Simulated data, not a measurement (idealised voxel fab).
process module | voxel capacitor over wiring
cross-section cut | 140 nm wide | cells 5 nm
A cross-section is a grid of square cells, given in bands from the top down. A band is one or more rows of cells.
Each band's line starts with the height of the band's top and of its bottom, in nm. Then come its materials from left to right, each with its width in nm. One material with "throughout" fills the band from edge to edge. "air" is empty space.
Height 0 is the level under which the wafer as received is all one material. The lowest band goes on downwards, as in "0 down".
A width such as "30 to 40" changes by the same amount from each row of cells to the next, from the band's top row to its bottom row.
"no change" after a step means that no cell of the cross-section changed.
closed voids: empty space of 8 cells or more with no open way to the top, each as width x height at its distance from the left edge, in nm
after a step's settings: what the simulator itself notes on the step
overlay nm, on a step with a mask: how far to the right of its planned place the mask lay; to the left if negative
plan
1 op RECEIVE | material Si
2 op CONFORMAL_DEP | material SiO2 | thk nm 15
3 op DIRECTIONAL_DEP | material TiN | thk nm 5
4 op DIRECTIONAL_DEP | material W | thk nm 20
5 op MASKED_ETCH | tone cover | mask id METAL_1 | width nm 20 | pitch nm 80 | etch materials W | depth nm 20 | overlay nm 0
6 op MASKED_ETCH | tone cover | mask id METAL_1 | width nm 20 | pitch nm 80 | etch materials TiN | depth nm 5 | overlay nm 0
7 op FILL_DEP | material lowk | thk nm 10
8 op CMP | height nm 40
9 op CONFORMAL_DEP | material SiCN | thk nm 5
10 op DIRECTIONAL_DEP | material lowk | thk nm 10
11 op PATTERN | tone open | mask id PLUG_1 | material resist | width nm 15 | thk nm 20 | overlay nm 0
12 op DIRECTIONAL_ETCH | etch materials lowk | depth nm 10
13 op DIRECTIONAL_ETCH | etch materials SiCN | depth nm 5
14 op STRIP | etch materials resist
15 op CONFORMAL_DEP | material TiN | thk nm 5
16 op FILL_DEP | material Cu | thk nm 10
17 op CMP | height nm 55
18 op DIRECTIONAL_DEP | material TiN | thk nm 10
19 op DIRECTIONAL_DEP | material Al2O3 | thk nm 5
20 op DIRECTIONAL_DEP | material TiN | thk nm 10
21 op PATTERN | tone cover | mask id UPPER_PLATE | material resist | width nm 65 | thk nm 20 | overlay nm 0
22 op DIRECTIONAL_ETCH | etch materials TiN | depth nm 10
23 op DIRECTIONAL_ETCH | etch materials Al2O3 | depth nm 5
24 op STRIP | etch materials resist
25 op PATTERN | tone cover | mask id LOWER_PLATE | material resist | width nm 75 | thk nm 20 | overlay nm 0
26 op DIRECTIONAL_ETCH | etch materials TiN | depth nm 10
27 op STRIP | etch materials resist
28 op FILL_DEP | material SiO2 | thk nm 20
29 op CMP | height nm 95
30 op MASKED_ETCH | tone open | mask id PLUG_2 | width nm 15 | etch materials SiO2 | depth nm 15 | overlay nm 0
31 op CONFORMAL_DEP | material TiN | thk nm 5
32 op FILL_DEP | material Ru | thk nm 10
33 op CMP | height nm 95
34 op CONFORMAL_DEP | material SiCN | thk nm 5
first wafer, as planned
as received, after step 1
  0 down: Si throughout
  closed voids: none
after step 2
  15 to 0: SiO2 throughout
  below 0: unchanged
after step 3
  20 to 15: TiN throughout
  below 15: unchanged
after step 4
  40 to 20: W throughout
  below 20: unchanged
after step 5
  40 to 20: air 20 | W 20 | air 60 | W 20 | air 20
  below 20: unchanged
after step 6
  40 to 20: air 20 | W 20 | air 60 | W 20 | air 20
  20 to 15: air 20 | TiN 20 | air 60 | TiN 20 | air 20
  below 15: unchanged
after step 7
  50 to 40: lowk throughout
  40 to 20: lowk 20 | W 20 | lowk 60 | W 20 | lowk 20
  20 to 15: lowk 20 | TiN 20 | lowk 60 | TiN 20 | lowk 20
  below 15: unchanged
after step 8
  40 to 20: lowk 20 | W 20 | lowk 60 | W 20 | lowk 20
  below 20: unchanged
after step 9
  45 to 40: SiCN throughout
  below 40: unchanged
after step 10
  55 to 45: lowk throughout
  below 45: unchanged
after step 11
  75 to 55: resist 25 | air 15 | resist 100
  below 55: unchanged
after step 12
  75 to 55: resist 25 | air 15 | resist 100
  55 to 45: lowk 25 | air 15 | lowk 100
  below 45: unchanged
after step 13
  75 to 55: resist 25 | air 15 | resist 100
  55 to 45: lowk 25 | air 15 | lowk 100
  45 to 40: SiCN 25 | air 15 | SiCN 100
  below 40: unchanged
after step 14
  55 to 45: lowk 25 | air 15 | lowk 100
  below 45: unchanged
after step 15
  60 to 55: TiN 30 | air 5 | TiN 105
  55 to 45: lowk 25 | TiN 5 | air 5 | TiN 5 | lowk 100
  45 to 40: SiCN 25 | TiN 15 | SiCN 100
  below 40: unchanged
after step 16
  70 to 60: Cu throughout
  60 to 55: TiN 30 | Cu 5 | TiN 105
  55 to 45: lowk 25 | TiN 5 | Cu 5 | TiN 5 | lowk 100
  below 45: unchanged
after step 17
  55 to 45: lowk 25 | TiN 5 | Cu 5 | TiN 5 | lowk 100
  below 45: unchanged
after step 18
  65 to 55: TiN throughout
  below 55: unchanged
after step 19
  70 to 65: Al2O3 throughout
  below 65: unchanged
after step 20
  80 to 70: TiN throughout
  below 70: unchanged
after step 21
  100 to 80: air 25 | resist 65 | air 50
  below 80: unchanged
after step 22
  100 to 80: air 25 | resist 65 | air 50
  80 to 70: air 25 | TiN 65 | air 50
  below 70: unchanged
after step 23
  100 to 80: air 25 | resist 65 | air 50
  80 to 70: air 25 | TiN 65 | air 50
  70 to 65: air 25 | Al2O3 65 | air 50
  below 65: unchanged
after step 24
  80 to 70: air 25 | TiN 65 | air 50
  below 70: unchanged
after step 25
  100 to 80: air 20 | resist 75 | air 45
  80 to 70: air 20 | resist 5 | TiN 65 | resist 5 | air 45
  70 to 65: air 20 | resist 5 | Al2O3 65 | resist 5 | air 45
  below 65: unchanged
after step 26
  100 to 80: air 20 | resist 75 | air 45
  80 to 70: air 20 | resist 5 | TiN 65 | resist 5 | air 45
  70 to 65: air 20 | resist 5 | Al2O3 65 | resist 5 | air 45
  65 to 55: air 20 | TiN 75 | air 45
  below 55: unchanged
after step 27
  80 to 70: air 25 | TiN 65 | air 50
  70 to 65: air 25 | Al2O3 65 | air 50
  below 65: unchanged
after step 28
  100 to 80: SiO2 throughout
  80 to 70: SiO2 25 | TiN 65 | SiO2 50
  70 to 65: SiO2 25 | Al2O3 65 | SiO2 50
  65 to 55: SiO2 20 | TiN 75 | SiO2 45
  below 55: unchanged
after step 29
  95 to 80: SiO2 throughout
  below 80: unchanged
after step 30
  95 to 80: SiO2 35 | air 15 | SiO2 90
  below 80: unchanged
after step 31
  100 to 95: TiN 40 | air 5 | TiN 95
  95 to 85: SiO2 35 | TiN 5 | air 5 | TiN 5 | SiO2 90
  85 to 80: SiO2 35 | TiN 15 | SiO2 90
  below 80: unchanged
after step 32
  110 to 100: Ru throughout
  100 to 95: TiN 40 | Ru 5 | TiN 95
  95 to 85: SiO2 35 | TiN 5 | Ru 5 | TiN 5 | SiO2 90
  below 85: unchanged
after step 33
  95 to 85: SiO2 35 | TiN 5 | Ru 5 | TiN 5 | SiO2 90
  below 85: unchanged
after step 34
  100 to 95: SiCN throughout
  below 95: unchanged
second wafer: like start, like plan, one mistake. Through step 1 it matches the first wafer
when step 2 should have ended
  30 to 0: SiO2 throughout
  below 0: unchanged
when step 3 should have ended
  35 to 30: TiN throughout
  below 30: unchanged
when step 4 should have ended
  55 to 35: W throughout
  below 35: unchanged
when step 5 should have ended
  55 to 35: air 20 | W 20 | air 60 | W 20 | air 20
  below 35: unchanged
when step 6 should have ended
  55 to 35: air 20 | W 20 | air 60 | W 20 | air 20
  35 to 30: air 20 | TiN 20 | air 60 | TiN 20 | air 20
  below 30: unchanged
when step 7 should have ended
  65 to 55: lowk throughout
  55 to 35: lowk 20 | W 20 | lowk 60 | W 20 | lowk 20
  35 to 30: lowk 20 | TiN 20 | lowk 60 | TiN 20 | lowk 20
  below 30: unchanged
when step 8 should have ended
  40 to 35: lowk 20 | W 20 | lowk 60 | W 20 | lowk 20
  below 35: unchanged
when step 9 should have ended
  45 to 40: SiCN throughout
  below 40: unchanged
when step 10 should have ended
  55 to 45: lowk throughout
  below 45: unchanged
when step 11 should have ended
  75 to 55: resist 25 | air 15 | resist 100
  below 55: unchanged
when step 12 should have ended
  75 to 55: resist 25 | air 15 | resist 100
  55 to 45: lowk 25 | air 15 | lowk 100
  below 45: unchanged
when step 13 should have ended
  75 to 55: resist 25 | air 15 | resist 100
  55 to 45: lowk 25 | air 15 | lowk 100
  45 to 40: SiCN 25 | air 15 | SiCN 100
  below 40: unchanged
when step 14 should have ended
  55 to 45: lowk 25 | air 15 | lowk 100
  below 45: unchanged
when step 15 should have ended
  60 to 55: TiN 30 | air 5 | TiN 105
  55 to 45: lowk 25 | TiN 5 | air 5 | TiN 5 | lowk 100
  45 to 40: SiCN 25 | TiN 15 | SiCN 100
  below 40: unchanged
when step 16 should have ended
  70 to 60: Cu throughout
  60 to 55: TiN 30 | Cu 5 | TiN 105
  55 to 45: lowk 25 | TiN 5 | Cu 5 | TiN 5 | lowk 100
  below 45: unchanged
when step 17 should have ended
  55 to 45: lowk 25 | TiN 5 | Cu 5 | TiN 5 | lowk 100
  below 45: unchanged
when step 18 should have ended
  65 to 55: TiN throughout
  below 55: unchanged
when step 19 should have ended
  70 to 65: Al2O3 throughout
  below 65: unchanged
when step 20 should have ended
  80 to 70: TiN throughout
  below 70: unchanged
when step 21 should have ended
  100 to 80: air 25 | resist 65 | air 50
  below 80: unchanged
when step 22 should have ended
  100 to 80: air 25 | resist 65 | air 50
  80 to 70: air 25 | TiN 65 | air 50
  below 70: unchanged
when step 23 should have ended
  100 to 80: air 25 | resist 65 | air 50
  80 to 70: air 25 | TiN 65 | air 50
  70 to 65: air 25 | Al2O3 65 | air 50
  below 65: unchanged
when step 24 should have ended
  80 to 70: air 25 | TiN 65 | air 50
  below 70: unchanged
when step 25 should have ended
  100 to 80: air 20 | resist 75 | air 45
  80 to 70: air 20 | resist 5 | TiN 65 | resist 5 | air 45
  70 to 65: air 20 | resist 5 | Al2O3 65 | resist 5 | air 45
  below 65: unchanged
when step 26 should have ended
  100 to 80: air 20 | resist 75 | air 45
  80 to 70: air 20 | resist 5 | TiN 65 | resist 5 | air 45
  70 to 65: air 20 | resist 5 | Al2O3 65 | resist 5 | air 45
  65 to 55: air 20 | TiN 75 | air 45
  below 55: unchanged
when step 27 should have ended
  80 to 70: air 25 | TiN 65 | air 50
  70 to 65: air 25 | Al2O3 65 | air 50
  below 65: unchanged
when step 28 should have ended
  100 to 80: SiO2 throughout
  80 to 70: SiO2 25 | TiN 65 | SiO2 50
  70 to 65: SiO2 25 | Al2O3 65 | SiO2 50
  65 to 55: SiO2 20 | TiN 75 | SiO2 45
  below 55: unchanged
when step 29 should have ended
  95 to 80: SiO2 throughout
  below 80: unchanged
when step 30 should have ended
  95 to 80: SiO2 35 | air 15 | SiO2 90
  below 80: unchanged
when step 31 should have ended
  100 to 95: TiN 40 | air 5 | TiN 95
  95 to 85: SiO2 35 | TiN 5 | air 5 | TiN 5 | SiO2 90
  85 to 80: SiO2 35 | TiN 15 | SiO2 90
  below 80: unchanged
when step 32 should have ended
  110 to 100: Ru throughout
  100 to 95: TiN 40 | Ru 5 | TiN 95
  95 to 85: SiO2 35 | TiN 5 | Ru 5 | TiN 5 | SiO2 90
  below 85: unchanged
when step 33 should have ended
  95 to 85: SiO2 35 | TiN 5 | Ru 5 | TiN 5 | SiO2 90
  below 85: unchanged
when step 34 should have ended
  100 to 95: SiCN throughout
  below 95: unchanged
what went wrong: step 2 was run twice
at the end the second wafer has, in cells: 84 more of SiO2 | 24 fewer of W | 60 fewer of lowk
